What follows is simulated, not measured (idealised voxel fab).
This section sets out a process module, namely voxel transistor to metal.
The cross-section on display is named cut; it measures 300 nm wide, and its cells are 5 nm squares.
Think of the cross-section as a grid of square cells. We describe it in bands, top to bottom, and each band covers one or more rows of those cells. For a band, the entry starts with two heights in nm, that of the top and then that of the bottom, and carries on with the band's materials in order from left to right, each alongside its width in nm; the word "throughout" beside a single material means it fills the band edge to edge, and "blank" means empty space. Heights are measured from 0, the level below which the as-received wafer is all one material; the lowest band has no bottom and continues downward, written as in "0 nm and below". The notation "30->40" denotes a width that varies across the rows of cells in the band, beginning at the first number in the top row, finishing at the second number in the bottom row, and changing by an identical amount from each row to the next. It should be understood that the words "no change", when stated for a given step, signify that the cross-section underwent no change in any of its cells during that step. The list in "Sealed voids" covers empty spaces of 8 cells or more that cannot reach the top through any open way, and it gives each as width x height at distance; the distance is from the left edge, and width, height and distance are in nm. Where a step's line continues beyond its settings, the continuation is a remark by the simulator itself on that step. The setting "overlay nm" may be written on the line of a step. When the step uses a mask, the value reports how far to the right of the planned place the mask lay, and a negative value reports that it lay to the left.
[Here's what the planned process steps look like]
- 1: RECEIVE | material Si
- 2: OXIDIZE | depth nm 5
- 3: CONFORMAL_DEP | material SiN | thk nm 10
- 4: MASKED_ETCH | tone cover | mask id ACTIVE | width nm 115 | pitch nm 135 | etch materials SiN | depth nm 10 | overlay nm 0
- 5: MASKED_ETCH | tone cover | mask id ACTIVE | width nm 115 | pitch nm 135 | etch materials SiO2 | depth nm 5 | overlay nm 0
- 6: MASKED_ETCH | tone cover | mask id ACTIVE | width nm 115 | pitch nm 135 | etch materials Si | depth nm 35 | overlay nm 0
- 7: OXIDIZE | depth nm 5
- 8: FILL_DEP | material SiO2 | thk nm 10
- 9: CMP | height nm 10
- 10: SELECTIVE_ETCH | etch materials SiO2 | depth nm 5
- 11: STRIP | etch materials SiN
- 12: SELECTIVE_ETCH | etch materials SiO2 | depth nm 5
- 13: OXIDIZE | depth nm 5
- 14: DIRECTIONAL_DEP | material polySi | thk nm 20
- 15: DIRECTIONAL_DEP | material SiCN | thk nm 15
- 16: DIRECTIONAL_DEP | material aC | thk nm 10
- 17: PATTERN | tone cover | mask id GATE | material resist | width nm 25 | pitch nm 135 | thk nm 30 | overlay nm 0
- 18: DIRECTIONAL_ETCH | etch materials aC | depth nm 10
- 19: STRIP | etch materials resist
- 20: DIRECTIONAL_ETCH | etch materials SiCN | depth nm 25
- 21: DIRECTIONAL_ETCH | etch materials polySi | depth nm 30
- 22: STRIP | etch materials aC
- 23: CONFORMAL_DEP | material SiO2 | thk nm 5
- 24: DIRECTIONAL_ETCH | etch materials SiO2 | depth nm 5
- 25: CONFORMAL_DEP | material SiN | thk nm 5
- 26: DIRECTIONAL_ETCH | etch materials SiN | depth nm 5
- 27: DIRECTIONAL_ETCH | etch materials SiO2 | depth nm 5
- 28: DIRECTIONAL_ETCH | etch materials Si | depth nm 10
- 29: EPI | material pSi | thk nm 10
- 30: FILL_DEP | material SiO2 | thk nm 5
- 31: CMP | height nm 15
- 32: STRIP | etch materials polySi
- 33: SELECTIVE_ETCH | etch materials SiO2 | depth nm 5
- 34: CONFORMAL_DEP | material HfO2 | thk nm 5
- 35: CONFORMAL_DEP | material TiN | thk nm 5
- 36: FILL_DEP | material W | thk nm 10
- 37: CMP | height nm 10
- 38: DIRECTIONAL_DEP | material SiO2 | thk nm 15
- 39: MASKED_ETCH | tone open | mask id CONTACT | width nm 15 | etch materials SiO2 | depth nm 35 | overlay nm 0
- 40: CONFORMAL_DEP | material TiN | thk nm 5
- 41: FILL_DEP | material Ru | thk nm 10
- 42: CMP | height nm 25
- 43: DIRECTIONAL_DEP | material TiN | thk nm 5
- 44: DIRECTIONAL_DEP | material Ru | thk nm 25
- 45: MASKED_ETCH | tone cover | mask id METAL_1 | width nm 15 | etch materials Ru | depth nm 25 | overlay nm 0
- 46: MASKED_ETCH | tone cover | mask id METAL_1 | width nm 15 | etch materials TiN | depth nm 5 | overlay nm 0
- 47: FILL_DEP | material lowk | thk nm 5
- 48: CMP | height nm 55
- 49: CONFORMAL_DEP | material SiN | thk nm 5
[The following pertains to the first of two wafers, which was processed as planned]
[Cross-section of the wafer at receipt, which is the condition after step 1]
- 0 nm and below: Si throughout
- Sealed voids: none
[How the wafer stands in section after step 2]
- 0 nm to -5 nm: SiO2 throughout
- Under the height -5 nothing was changed.
[How the wafer stands in section after step 3]
- 10 nm to 0 nm: SiN throughout
- Under the height 0 nothing was changed.
[How the wafer stands in section after step 4]
- 10 nm to 0 nm: blank=25; SiN=115; blank=20; SiN=115; blank=25
- Under the height 0 nothing was changed.
[How the wafer stands in section after step 5]
- 10 nm to 0 nm: blank=25; SiN=115; blank=20; SiN=115; blank=25
- 0 nm to -5 nm: blank=25; SiO2=115; blank=20; SiO2=115; blank=25
- Under the height -5 nothing was changed.
[How the wafer stands in section after step 6]
- 10 nm to 0 nm: blank=25; SiN=115; blank=20; SiN=115; blank=25
- 0 nm to -5 nm: blank=25; SiO2=115; blank=20; SiO2=115; blank=25
- -5 nm to -40 nm: blank=25; Si=115; blank=20; Si=115; blank=25
- Under the height -40 nothing was changed.
[How the wafer stands in section after step 7]
- 10 nm to 0 nm: blank=25; SiN=115; blank=20; SiN=115; blank=25
- 0 nm to -5 nm: blank=25; SiO2=115; blank=20; SiO2=115; blank=25
- -5 nm to -40 nm: blank=25; SiO2=5; Si=105; SiO2=5; blank=20; SiO2=5; Si=105; SiO2=5; blank=25
- -40 nm to -45 nm: SiO2=30; Si=105; SiO2=30; Si=105; SiO2=30
- Under the height -45 nothing was changed.
[How the wafer stands in section after step 8]
- 20 nm to 10 nm: SiO2 throughout
- 10 nm to 0 nm: SiO2=25; SiN=115; SiO2=20; SiN=115; SiO2=25
- 0 nm to -5 nm: SiO2 throughout
- -5 nm to -45 nm: SiO2=30; Si=105; SiO2=30; Si=105; SiO2=30
- Under the height -45 nothing was changed.
[How the wafer stands in section after step 9]
- 10 nm to 0 nm: SiO2=25; SiN=115; SiO2=20; SiN=115; SiO2=25
- Under the height 0 nothing was changed.
[How the wafer stands in section after step 10]
- 10 nm to 5 nm: blank=25; SiN=115; blank=20; SiN=115; blank=25
- Under the height 5 nothing was changed.
[How the wafer stands in section after step 11]
- 5 nm to 0 nm: SiO2=25; blank=115; SiO2=20; blank=115; SiO2=25
- Under the height 0 nothing was changed.
[How the wafer stands in section after step 12]
- 0 nm to -5 nm: SiO2=20; blank=125; SiO2=10; blank=125; SiO2=20
- Under the height -5 nothing was changed.
[How the wafer stands in section after step 13]
- 0 nm to -5 nm: SiO2=20; blank=125; SiO2=10; blank=125; SiO2=20
- -5 nm to -10 nm: SiO2 throughout
- Under the height -10 nothing was changed.
[How the wafer stands in section after step 14]
- 20 nm to 15 nm: polySi=20; blank=125; polySi=10; blank=125; polySi=20
- 15 nm to 0 nm: polySi throughout
- 0 nm to -5 nm: SiO2=20; polySi=125; SiO2=10; polySi=125; SiO2=20
- Under the height -5 nothing was changed.
[How the wafer stands in section after step 15]
- 35 nm to 30 nm: SiCN=20; blank=125; SiCN=10; blank=125; SiCN=20
- 30 nm to 20 nm: SiCN throughout
- 20 nm to 15 nm: polySi=20; SiCN=125; polySi=10; SiCN=125; polySi=20
- Under the height 15 nothing was changed.
[How the wafer stands in section after step 16]
- 45 nm to 40 nm: aC=20; blank=125; aC=10; blank=125; aC=20
- 40 nm to 35 nm: aC throughout
- 35 nm to 30 nm: SiCN=20; aC=125; SiCN=10; aC=125; SiCN=20
- Under the height 30 nothing was changed.
[How the wafer stands in section after step 17]
- 75 nm to 45 nm: blank=70; resist=25; blank=110; resist=25; blank=70
- 45 nm to 40 nm: aC=20; blank=50; resist=25; blank=50; aC=10; blank=50; resist=25; blank=50; aC=20
- Under the height 40 nothing was changed.
[How the wafer stands in section after step 18]
- 65 nm to 40 nm: blank=70; resist=25; blank=110; resist=25; blank=70
- 40 nm to 35 nm: blank=70; aC=25; blank=110; aC=25; blank=70
- 35 nm to 30 nm: SiCN=20; blank=50; aC=25; blank=50; SiCN=10; blank=50; aC=25; blank=50; SiCN=20
- Under the height 30 nothing was changed.
[How the wafer stands in section after step 19]
- 40 nm to 35 nm: blank=70; aC=25; blank=110; aC=25; blank=70
- Under the height 35 nothing was changed.
[How the wafer stands in section after step 20]
- 40 nm to 30 nm: blank=70; aC=25; blank=110; aC=25; blank=70
- 30 nm to 20 nm: blank=70; SiCN=25; blank=110; SiCN=25; blank=70
- 20 nm to 15 nm: polySi=20; blank=50; SiCN=25; blank=50; polySi=10; blank=50; SiCN=25; blank=50; polySi=20
- Under the height 15 nothing was changed.
[How the wafer stands in section after step 21]
- 40 nm to 30 nm: blank=70; aC=25; blank=110; aC=25; blank=70
- 30 nm to 15 nm: blank=70; SiCN=25; blank=110; SiCN=25; blank=70
- 15 nm to 0 nm: blank=70; polySi=25; blank=110; polySi=25; blank=70
- 0 nm to -5 nm: SiO2=20; blank=50; polySi=25; blank=50; SiO2=10; blank=50; polySi=25; blank=50; SiO2=20
- Under the height -5 nothing was changed.
[How the wafer stands in section after step 22]
- 30 nm to 15 nm: blank=70; SiCN=25; blank=110; SiCN=25; blank=70
- Under the height 15 nothing was changed.
[How the wafer stands in section after step 23]
- 35 nm to 30 nm: blank=65; SiO2=35; blank=100; SiO2=35; blank=65
- 30 nm to 15 nm: blank=65; SiO2=5; SiCN=25; SiO2=5; blank=100; SiO2=5; SiCN=25; SiO2=5; blank=65
- 15 nm to 5 nm: blank=65; SiO2=5; polySi=25; SiO2=5; blank=100; SiO2=5; polySi=25; SiO2=5; blank=65
- 5 nm to 0 nm: SiO2=25; blank=40; SiO2=5; polySi=25; SiO2=5; blank=40; SiO2=20; blank=40; SiO2=5; polySi=25; SiO2=5; blank=40; SiO2=25
- 0 nm to -5 nm: SiO2=70; polySi=25; SiO2=110; polySi=25; SiO2=70
- Under the height -5 nothing was changed.
[How the wafer stands in section after step 24]
- 30 nm to 15 nm: blank=65; SiO2=5; SiCN=25; SiO2=5; blank=100; SiO2=5; SiCN=25; SiO2=5; blank=65
- 15 nm to 0 nm: blank=65; SiO2=5; polySi=25; SiO2=5; blank=100; SiO2=5; polySi=25; SiO2=5; blank=65
- 0 nm to -5 nm: SiO2=25; blank=40; SiO2=5; polySi=25; SiO2=5; blank=40; SiO2=20; blank=40; SiO2=5; polySi=25; SiO2=5; blank=40; SiO2=25
- Under the height -5 nothing was changed.
[How the wafer stands in section after step 25]
- 35 nm to 30 nm: blank=60; SiN=45; blank=90; SiN=45; blank=60
- 30 nm to 15 nm: blank=60; SiN=5; SiO2=5; SiCN=25; SiO2=5; SiN=5; blank=90; SiN=5; SiO2=5; SiCN=25; SiO2=5; SiN=5; blank=60
- 15 nm to 5 nm: blank=60; SiN=5; SiO2=5; polySi=25; SiO2=5; SiN=5; blank=90; SiN=5; SiO2=5; polySi=25; SiO2=5; SiN=5; blank=60
- 5 nm to 0 nm: SiN=30; blank=30; SiN=5; SiO2=5; polySi=25; SiO2=5; SiN=5; blank=30; SiN=30; blank=30; SiN=5; SiO2=5; polySi=25; SiO2=5; SiN=5; blank=30; SiN=30
- 0 nm to -5 nm: SiO2=25; SiN=40; SiO2=5; polySi=25; SiO2=5; SiN=40; SiO2=20; SiN=40; SiO2=5; polySi=25; SiO2=5; SiN=40; SiO2=25
- Under the height -5 nothing was changed.
[How the wafer stands in section after step 26]
- 30 nm to 15 nm: blank=60; SiN=5; SiO2=5; SiCN=25; SiO2=5; SiN=5; blank=90; SiN=5; SiO2=5; SiCN=25; SiO2=5; SiN=5; blank=60
- 15 nm to 0 nm: blank=60; SiN=5; SiO2=5; polySi=25; SiO2=5; SiN=5; blank=90; SiN=5; SiO2=5; polySi=25; SiO2=5; SiN=5; blank=60
- 0 nm to -5 nm: SiO2=25; SiN=5; blank=30; SiN=5; SiO2=5; polySi=25; SiO2=5; SiN=5; blank=30; SiN=5; SiO2=20; SiN=5; blank=30; SiN=5; SiO2=5; polySi=25; SiO2=5; SiN=5; blank=30; SiN=5; SiO2=25
- Under the height -5 nothing was changed.
[How the wafer stands in section after step 27]
- 30 nm to 25 nm: blank=60; SiN=5; blank=5; SiCN=25; blank=5; SiN=5; blank=90; SiN=5; blank=5; SiCN=25; blank=5; SiN=5; blank=60
- 25 nm to 15 nm: blank=60; SiN=5; SiO2=5; SiCN=25; SiO2=5; SiN=5; blank=90; SiN=5; SiO2=5; SiCN=25; SiO2=5; SiN=5; blank=60
- 15 nm to 0 nm: blank=60; SiN=5; SiO2=5; polySi=25; SiO2=5; SiN=5; blank=90; SiN=5; SiO2=5; polySi=25; SiO2=5; SiN=5; blank=60
- 0 nm to -5 nm: blank=25; SiN=5; blank=30; SiN=5; SiO2=5; polySi=25; SiO2=5; SiN=5; blank=30; SiN=5; blank=20; SiN=5; blank=30; SiN=5; SiO2=5; polySi=25; SiO2=5; SiN=5; blank=30; SiN=5; blank=25
- -5 nm to -10 nm: SiO2=30; blank=30; SiO2=45; blank=30; SiO2=30; blank=30; SiO2=45; blank=30; SiO2=30
- Under the height -10 nothing was changed.
[How the wafer stands in section after step 28]
- 30 nm to 25 nm: blank=60; SiN=5; blank=5; SiCN=25; blank=5; SiN=5; blank=90; SiN=5; blank=5; SiCN=25; blank=5; SiN=5; blank=60
- 25 nm to 15 nm: blank=60; SiN=5; SiO2=5; SiCN=25; SiO2=5; SiN=5; blank=90; SiN=5; SiO2=5; SiCN=25; SiO2=5; SiN=5; blank=60
- 15 nm to 0 nm: blank=60; SiN=5; SiO2=5; polySi=25; SiO2=5; SiN=5; blank=90; SiN=5; SiO2=5; polySi=25; SiO2=5; SiN=5; blank=60
- 0 nm to -5 nm: blank=25; SiN=5; blank=30; SiN=5; SiO2=5; polySi=25; SiO2=5; SiN=5; blank=30; SiN=5; blank=20; SiN=5; blank=30; SiN=5; SiO2=5; polySi=25; SiO2=5; SiN=5; blank=30; SiN=5; blank=25
- -5 nm to -10 nm: SiO2=30; blank=30; SiO2=45; blank=30; SiO2=30; blank=30; SiO2=45; blank=30; SiO2=30
- -10 nm to -20 nm: SiO2=30; blank=30; Si=45; blank=30; SiO2=30; blank=30; Si=45; blank=30; SiO2=30
- Under the height -20 nothing was changed.
[How the wafer stands in section after step 29]
- 30 nm to 25 nm: blank=60; SiN=5; blank=5; SiCN=25; blank=5; SiN=5; blank=90; SiN=5; blank=5; SiCN=25; blank=5; SiN=5; blank=60
- 25 nm to 15 nm: blank=60; SiN=5; SiO2=5; SiCN=25; SiO2=5; SiN=5; blank=90; SiN=5; SiO2=5; SiCN=25; SiO2=5; SiN=5; blank=60
- 15 nm to 0 nm: blank=60; SiN=5; SiO2=5; polySi=25; SiO2=5; SiN=5; blank=90; SiN=5; SiO2=5; polySi=25; SiO2=5; SiN=5; blank=60
- 0 nm to -5 nm: blank=25; SiN=5; blank=20; pSi=10; SiN=5; SiO2=5; polySi=25; SiO2=5; SiN=5; pSi=10; blank=20; SiN=5; blank=20; SiN=5; blank=20; pSi=10; SiN=5; SiO2=5; polySi=25; SiO2=5; SiN=5; pSi=10; blank=20; SiN=5; blank=25
- -5 nm to -10 nm: SiO2=30; blank=20; pSi=10; SiO2=45; pSi=10; blank=20; SiO2=30; blank=20; pSi=10; SiO2=45; pSi=10; blank=20; SiO2=30
- -10 nm to -20 nm: SiO2=30; pSi=30; Si=45; pSi=30; SiO2=30; pSi=30; Si=45; pSi=30; SiO2=30
- Under the height -20 nothing was changed.
[How the wafer stands in section after step 30]
- 35 nm to 30 nm: SiO2 throughout
- 30 nm to 15 nm: SiO2=60; SiN=5; SiO2=5; SiCN=25; SiO2=5; SiN=5; SiO2=90; SiN=5; SiO2=5; SiCN=25; SiO2=5; SiN=5; SiO2=60
- 15 nm to 0 nm: SiO2=60; SiN=5; SiO2=5; polySi=25; SiO2=5; SiN=5; SiO2=90; SiN=5; SiO2=5; polySi=25; SiO2=5; SiN=5; SiO2=60
- 0 nm to -5 nm: SiO2=25; SiN=5; SiO2=20; pSi=10; SiN=5; SiO2=5; polySi=25; SiO2=5; SiN=5; pSi=10; SiO2=20; SiN=5; SiO2=20; SiN=5; SiO2=20; pSi=10; SiN=5; SiO2=5; polySi=25; SiO2=5; SiN=5; pSi=10; SiO2=20; SiN=5; SiO2=25
- -5 nm to -10 nm: SiO2=50; pSi=10; SiO2=45; pSi=10; SiO2=70; pSi=10; SiO2=45; pSi=10; SiO2=50
- Under the height -10 nothing was changed.
[How the wafer stands in section after step 31]
- 15 nm to 0 nm: SiO2=60; SiN=5; SiO2=5; polySi=25; SiO2=5; SiN=5; SiO2=90; SiN=5; SiO2=5; polySi=25; SiO2=5; SiN=5; SiO2=60
- Under the height 0 nothing was changed.
[How the wafer stands in section after step 32]
- 15 nm to 0 nm: SiO2=60; SiN=5; SiO2=5; blank=25; SiO2=5; SiN=5; SiO2=90; SiN=5; SiO2=5; blank=25; SiO2=5; SiN=5; SiO2=60
- 0 nm to -5 nm: SiO2=25; SiN=5; SiO2=20; pSi=10; SiN=5; SiO2=5; blank=25; SiO2=5; SiN=5; pSi=10; SiO2=20; SiN=5; SiO2=20; SiN=5; SiO2=20; pSi=10; SiN=5; SiO2=5; blank=25; SiO2=5; SiN=5; pSi=10; SiO2=20; SiN=5; SiO2=25
- Under the height -5 nothing was changed.
[How the wafer stands in section after step 33]
- 15 nm to 10 nm: blank=60; SiN=5; blank=35; SiN=5; blank=90; SiN=5; blank=35; SiN=5; blank=60
- 10 nm to 0 nm: SiO2=60; SiN=5; blank=35; SiN=5; SiO2=90; SiN=5; blank=35; SiN=5; SiO2=60
- 0 nm to -5 nm: SiO2=25; SiN=5; SiO2=20; pSi=10; SiN=5; blank=35; SiN=5; pSi=10; SiO2=20; SiN=5; SiO2=20; SiN=5; SiO2=20; pSi=10; SiN=5; blank=35; SiN=5; pSi=10; SiO2=20; SiN=5; SiO2=25
- -5 nm to -10 nm: SiO2=50; pSi=10; SiO2=5; blank=35; SiO2=5; pSi=10; SiO2=70; pSi=10; SiO2=5; blank=35; SiO2=5; pSi=10; SiO2=50
- Under the height -10 nothing was changed.
[How the wafer stands in section after step 34]
- 20 nm to 15 nm: blank=55; HfO2=15; blank=25; HfO2=15; blank=80; HfO2=15; blank=25; HfO2=15; blank=55
- 15 nm to 10 nm: HfO2=60; SiN=5; HfO2=5; blank=25; HfO2=5; SiN=5; HfO2=90; SiN=5; HfO2=5; blank=25; HfO2=5; SiN=5; HfO2=60
- 10 nm to 0 nm: SiO2=60; SiN=5; HfO2=5; blank=25; HfO2=5; SiN=5; SiO2=90; SiN=5; HfO2=5; blank=25; HfO2=5; SiN=5; SiO2=60
- 0 nm to -5 nm: SiO2=25; SiN=5; SiO2=20; pSi=10; SiN=5; HfO2=5; blank=25; HfO2=5; SiN=5; pSi=10; SiO2=20; SiN=5; SiO2=20; SiN=5; SiO2=20; pSi=10; SiN=5; HfO2=5; blank=25; HfO2=5; SiN=5; pSi=10; SiO2=20; SiN=5; SiO2=25
- -5 nm to -10 nm: SiO2=50; pSi=10; SiO2=5; HfO2=35; SiO2=5; pSi=10; SiO2=70; pSi=10; SiO2=5; HfO2=35; SiO2=5; pSi=10; SiO2=50
- Under the height -10 nothing was changed.
[How the wafer stands in section after step 35]
- 25 nm to 20 nm: blank=50; TiN=25; blank=15; TiN=25; blank=70; TiN=25; blank=15; TiN=25; blank=50
- 20 nm to 15 nm: TiN=55; HfO2=15; TiN=5; blank=15; TiN=5; HfO2=15; TiN=80; HfO2=15; TiN=5; blank=15; TiN=5; HfO2=15; TiN=55
- 15 nm to 10 nm: HfO2=60; SiN=5; HfO2=5; TiN=5; blank=15; TiN=5; HfO2=5; SiN=5; HfO2=90; SiN=5; HfO2=5; TiN=5; blank=15; TiN=5; HfO2=5; SiN=5; HfO2=60
- 10 nm to 0 nm: SiO2=60; SiN=5; HfO2=5; TiN=5; blank=15; TiN=5; HfO2=5; SiN=5; SiO2=90; SiN=5; HfO2=5; TiN=5; blank=15; TiN=5; HfO2=5; SiN=5; SiO2=60
- 0 nm to -5 nm: SiO2=25; SiN=5; SiO2=20; pSi=10; SiN=5; HfO2=5; TiN=25; HfO2=5; SiN=5; pSi=10; SiO2=20; SiN=5; SiO2=20; SiN=5; SiO2=20; pSi=10; SiN=5; HfO2=5; TiN=25; HfO2=5; SiN=5; pSi=10; SiO2=20; SiN=5; SiO2=25
- Under the height -5 nothing was changed.
[How the wafer stands in section after step 36]
- 35 nm to 25 nm: W throughout
- 25 nm to 20 nm: W=50; TiN=25; W=15; TiN=25; W=70; TiN=25; W=15; TiN=25; W=50
- 20 nm to 15 nm: TiN=55; HfO2=15; TiN=5; W=15; TiN=5; HfO2=15; TiN=80; HfO2=15; TiN=5; W=15; TiN=5; HfO2=15; TiN=55
- 15 nm to 10 nm: HfO2=60; SiN=5; HfO2=5; TiN=5; W=15; TiN=5; HfO2=5; SiN=5; HfO2=90; SiN=5; HfO2=5; TiN=5; W=15; TiN=5; HfO2=5; SiN=5; HfO2=60
- 10 nm to 0 nm: SiO2=60; SiN=5; HfO2=5; TiN=5; W=15; TiN=5; HfO2=5; SiN=5; SiO2=90; SiN=5; HfO2=5; TiN=5; W=15; TiN=5; HfO2=5; SiN=5; SiO2=60
- Under the height 0 nothing was changed.
[How the wafer stands in section after step 37]
- 10 nm to 0 nm: SiO2=60; SiN=5; HfO2=5; TiN=5; W=15; TiN=5; HfO2=5; SiN=5; SiO2=90; SiN=5; HfO2=5; TiN=5; W=15; TiN=5; HfO2=5; SiN=5; SiO2=60
- Under the height 0 nothing was changed.
[How the wafer stands in section after step 38]
- 25 nm to 10 nm: SiO2 throughout
- Under the height 10 nothing was changed.
[How the wafer stands in section after step 39]
- 25 nm to 10 nm: SiO2=35; blank=15; SiO2=65; blank=15; SiO2=40; blank=15; SiO2=65; blank=15; SiO2=35
- 10 nm to 0 nm: SiO2=35; blank=15; SiO2=10; SiN=5; HfO2=5; TiN=5; W=15; TiN=5; HfO2=5; SiN=5; SiO2=10; blank=15; SiO2=40; blank=15; SiO2=10; SiN=5; HfO2=5; TiN=5; W=15; TiN=5; HfO2=5; SiN=5; SiO2=10; blank=15; SiO2=35
- 0 nm to -5 nm: SiO2=25; SiN=5; SiO2=5; blank=15; pSi=10; SiN=5; HfO2=5; TiN=25; HfO2=5; SiN=5; pSi=10; blank=15; SiO2=5; SiN=5; SiO2=20; SiN=5; SiO2=5; blank=15; pSi=10; SiN=5; HfO2=5; TiN=25; HfO2=5; SiN=5; pSi=10; blank=15; SiO2=5; SiN=5; SiO2=25
- -5 nm to -10 nm: SiO2=35; blank=15; pSi=10; SiO2=5; HfO2=35; SiO2=5; pSi=10; blank=15; SiO2=40; blank=15; pSi=10; SiO2=5; HfO2=35; SiO2=5; pSi=10; blank=15; SiO2=35
- Under the height -10 nothing was changed.
[How the wafer stands in section after step 40]
- 30 nm to 25 nm: TiN=40; blank=5; TiN=75; blank=5; TiN=50; blank=5; TiN=75; blank=5; TiN=40
- 25 nm to 10 nm: SiO2=35; TiN=5; blank=5; TiN=5; SiO2=65; TiN=5; blank=5; TiN=5; SiO2=40; TiN=5; blank=5; TiN=5; SiO2=65; TiN=5; blank=5; TiN=5; SiO2=35
- 10 nm to 0 nm: SiO2=35; TiN=5; blank=5; TiN=5; SiO2=10; SiN=5; HfO2=5; TiN=5; W=15; TiN=5; HfO2=5; SiN=5; SiO2=10; TiN=5; blank=5; TiN=5; SiO2=40; TiN=5; blank=5; TiN=5; SiO2=10; SiN=5; HfO2=5; TiN=5; W=15; TiN=5; HfO2=5; SiN=5; SiO2=10; TiN=5; blank=5; TiN=5; SiO2=35
- 0 nm to -5 nm: SiO2=25; SiN=5; SiO2=5; TiN=5; blank=5; TiN=5; pSi=10; SiN=5; HfO2=5; TiN=25; HfO2=5; SiN=5; pSi=10; TiN=5; blank=5; TiN=5; SiO2=5; SiN=5; SiO2=20; SiN=5; SiO2=5; TiN=5; blank=5; TiN=5; pSi=10; SiN=5; HfO2=5; TiN=25; HfO2=5; SiN=5; pSi=10; TiN=5; blank=5; TiN=5; SiO2=5; SiN=5; SiO2=25
- -5 nm to -10 nm: SiO2=35; TiN=15; pSi=10; SiO2=5; HfO2=35; SiO2=5; pSi=10; TiN=15; SiO2=40; TiN=15; pSi=10; SiO2=5; HfO2=35; SiO2=5; pSi=10; TiN=15; SiO2=35
- Under the height -10 nothing was changed.
[How the wafer stands in section after step 41]
- 40 nm to 30 nm: Ru throughout
- 30 nm to 25 nm: TiN=40; Ru=5; TiN=75; Ru=5; TiN=50; Ru=5; TiN=75; Ru=5; TiN=40
- 25 nm to 10 nm: SiO2=35; TiN=5; Ru=5; TiN=5; SiO2=65; TiN=5; Ru=5; TiN=5; SiO2=40; TiN=5; Ru=5; TiN=5; SiO2=65; TiN=5; Ru=5; TiN=5; SiO2=35
- 10 nm to 0 nm: SiO2=35; TiN=5; Ru=5; TiN=5; SiO2=10; SiN=5; HfO2=5; TiN=5; W=15; TiN=5; HfO2=5; SiN=5; SiO2=10; TiN=5; Ru=5; TiN=5; SiO2=40; TiN=5; Ru=5; TiN=5; SiO2=10; SiN=5; HfO2=5; TiN=5; W=15; TiN=5; HfO2=5; SiN=5; SiO2=10; TiN=5; Ru=5; TiN=5; SiO2=35
- 0 nm to -5 nm: SiO2=25; SiN=5; SiO2=5; TiN=5; Ru=5; TiN=5; pSi=10; SiN=5; HfO2=5; TiN=25; HfO2=5; SiN=5; pSi=10; TiN=5; Ru=5; TiN=5; SiO2=5; SiN=5; SiO2=20; SiN=5; SiO2=5; TiN=5; Ru=5; TiN=5; pSi=10; SiN=5; HfO2=5; TiN=25; HfO2=5; SiN=5; pSi=10; TiN=5; Ru=5; TiN=5; SiO2=5; SiN=5; SiO2=25
- Under the height -5 nothing was changed.
[How the wafer stands in section after step 42]
- 25 nm to 10 nm: SiO2=35; TiN=5; Ru=5; TiN=5; SiO2=65; TiN=5; Ru=5; TiN=5; SiO2=40; TiN=5; Ru=5; TiN=5; SiO2=65; TiN=5; Ru=5; TiN=5; SiO2=35
- Under the height 10 nothing was changed.
[How the wafer stands in section after step 43]
- 30 nm to 25 nm: TiN throughout
- Under the height 25 nothing was changed.
[How the wafer stands in section after step 44]
- 55 nm to 30 nm: Ru throughout
- Under the height 30 nothing was changed.
[How the wafer stands in section after step 45]
- 55 nm to 30 nm: blank=35; Ru=15; blank=65; Ru=15; blank=40; Ru=15; blank=65; Ru=15; blank=35
- Under the height 30 nothing was changed.
[How the wafer stands in section after step 46]
- 55 nm to 30 nm: blank=35; Ru=15; blank=65; Ru=15; blank=40; Ru=15; blank=65; Ru=15; blank=35
- 30 nm to 25 nm: blank=35; TiN=15; blank=65; TiN=15; blank=40; TiN=15; blank=65; TiN=15; blank=35
- Under the height 25 nothing was changed.
[How the wafer stands in section after step 47]
- 60 nm to 55 nm: lowk throughout
- 55 nm to 30 nm: lowk=35; Ru=15; lowk=65; Ru=15; lowk=40; Ru=15; lowk=65; Ru=15; lowk=35
- 30 nm to 25 nm: lowk=35; TiN=15; lowk=65; TiN=15; lowk=40; TiN=15; lowk=65; TiN=15; lowk=35
- Under the height 25 nothing was changed.
[How the wafer stands in section after step 48]
- 55 nm to 30 nm: lowk=35; Ru=15; lowk=65; Ru=15; lowk=40; Ru=15; lowk=65; Ru=15; lowk=35
- Under the height 30 nothing was changed.
[How the wafer stands in section after step 49]
- 60 nm to 55 nm: SiN throughout
- Under the height 55 nothing was changed.
[The Second Wafer: Common Origin and Plan, One Mistake in Execution, Identical to the First Through Step 45]
[Second wafer, sectioned view, at step 46's planned end time]
- 55 nm to 30 nm: blank=35; Ru=15; blank=65; Ru=15; blank=40; Ru=15; blank=65; Ru=15; blank=35
- 30 nm to 25 nm: blank=35; TiN=25; blank=55; TiN=25; blank=30; TiN=25; blank=55; TiN=25; blank=25
- Under the height 25 nothing was changed.
[Second wafer, sectioned view, at step 47's planned end time]
- 60 nm to 55 nm: lowk throughout
- 55 nm to 30 nm: lowk=35; Ru=15; lowk=65; Ru=15; lowk=40; Ru=15; lowk=65; Ru=15; lowk=35
- 30 nm to 25 nm: lowk=35; TiN=25; lowk=55; TiN=25; lowk=30; TiN=25; lowk=55; TiN=25; lowk=25
- Under the height 25 nothing was changed.
[Second wafer, sectioned view, at step 48's planned end time]
- 55 nm to 30 nm: lowk=35; Ru=15; lowk=65; Ru=15; lowk=40; Ru=15; lowk=65; Ru=15; lowk=35
- Under the height 30 nothing was changed.
[Second wafer, sectioned view, at step 49's planned end time]
- 60 nm to 55 nm: SiN throughout
- Under the height 55 nothing was changed.
Error vs. plan: step 46, actual vs plan mismatch, actual run MASKED_ETCH | tone cover | mask id METAL_1 | width nm 15 | etch materials TiN | depth nm 5 | overlay nm 10
Upon completion, the second wafer contains, in terms of cells, a greater or smaller amount of certain materials than the first wafer: +8 TiN; -8 lowk
